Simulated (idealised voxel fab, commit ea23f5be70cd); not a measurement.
The document below concerns the process module designated voxel lift off.
Cross-sectional view cut (width: 285 nm; square cell size: 5 nm).
Notation: cross-section as square-cell grid; stated in bands, top first, going down; one or more cell rows per band. Band: top and bottom heights (nm) first, top before bottom; then materials from left to right, widths in nm. "everywhere" marks a sole material filling the band edge to edge. "air" denotes empty space. We count height from 0. Below that, the starting wafer is all one material. The lowest band never ends at the bottom but goes on down; see "0 and below" for how that is written. A two-number width, for instance "30->40", indicates that the width is equal to the first number in the top row of the band and to the second number in the bottom row, and that it changes by a constant amount per row of cells. It should be understood that the words "no modifications", when stated for a given step, signify that the cross-section underwent no change in any of its cells during that step. The label "Enclosed void listing" introduces a list of the empty spaces, 8 cells or larger, that have no open way up to the top; each entry in it reads width x height at distance, where the distance is taken from the left edge and all three are stated in nm. Text after the settings on a step's line: the simulator's own remark on that step. overlay nm: where the mask lay relative to plan, measured to the right, on steps with a mask; negatives go left.

-- Listed below are the process steps as planned
1: RECEIVE: material Si
2: CONFORMAL_DEP: material SiO2, thk nm 15
3: PATTERN: tone open, mask id LINES, material resist, width nm 25, pitch nm 40, thk nm 20, overlay nm 0
4: DIRECTIONAL_DEP: material Ru, thk nm 10
5: STRIP: etch materials resist
6: CONFORMAL_DEP: material SiN, thk nm 10

-- On the first of the two wafers: run conducted according to plan

-- Shown in cross-section is the wafer as received, that is, as it stands after step 1
  0 and below  Si everywhere
  Enclosed void listing: none

-- Cross-sectional representation of the wafer at the conclusion of step 2
  15 down to 0  SiO2 everywhere
  Anything lower than 0 is untouched.

-- Cross-sectional representation of the wafer at the conclusion of step 3
  35 down to 15  110 nm resist, 25 nm air, 15 nm resist, 25 nm air, 110 nm resist
  Anything lower than 15 is untouched.

-- Cross-sectional representation of the wafer at the conclusion of step 4
  45 down to 35  110 nm Ru, 25 nm air, 15 nm Ru, 25 nm air, 110 nm Ru
  35 down to 25  110 nm resist, 25 nm air, 15 nm resist, 25 nm air, 110 nm resist
  25 down to 15  110 nm resist, 25 nm Ru, 15 nm resist, 25 nm Ru, 110 nm resist
  Anything lower than 15 is untouched.

-- Cross-sectional representation of the wafer at the conclusion of step 5
  25 down to 15  110 nm air, 25 nm Ru, 15 nm air, 25 nm Ru, 110 nm air
  Anything lower than 15 is untouched.

-- Cross-sectional representation of the wafer at the conclusion of step 6
  35 down to 25  100 nm air, 85 nm SiN, 100 nm air
  25 down to 15  110 nm SiN, 25 nm Ru, 15 nm SiN, 25 nm Ru, 110 nm SiN
  Anything lower than 15 is untouched.

-- Second wafer, same starting conditions and recipe as the first, one mistake in executing it, nothing differs from the first up to and including step 2

-- Second wafer, cut view, end of step 3 per plan
  35 down to 15  110 nm air, 25 nm resist, 15 nm air, 25 nm resist, 110 nm air
  Anything lower than 15 is untouched.

-- Second wafer, cut view, end of step 4 per plan
  45 down to 35  110 nm air, 25 nm Ru, 15 nm air, 25 nm Ru, 110 nm air
  35 down to 25  110 nm air, 25 nm resist, 15 nm air, 25 nm resist, 110 nm air
  25 down to 15  110 nm Ru, 25 nm resist, 15 nm Ru, 25 nm resist, 110 nm Ru
  Anything lower than 15 is untouched.

-- Second wafer, cut view, end of step 5 per plan
  25 down to 15  110 nm Ru, 25 nm air, 15 nm Ru, 25 nm air, 110 nm Ru
  Anything lower than 15 is untouched.

-- Second wafer, cut view, end of step 6 per plan
  35 down to 25  120 nm SiN, 5 nm air, 35 nm SiN, 5 nm air, 120 nm SiN
  25 down to 15  110 nm Ru, 25 nm SiN, 15 nm Ru, 25 nm SiN, 110 nm Ru
  Anything lower than 15 is untouched.
Deviation from plan: step 3 did not happen as planned, as run it was PATTERN: tone cover, mask id LINES, material resist, width nm 25, pitch nm 40, thk nm 20, overlay nm 0
Final comparison by cell count, materials where the second wafer has more or fewer than the first: 74 more of Ru | 2 more of SiN
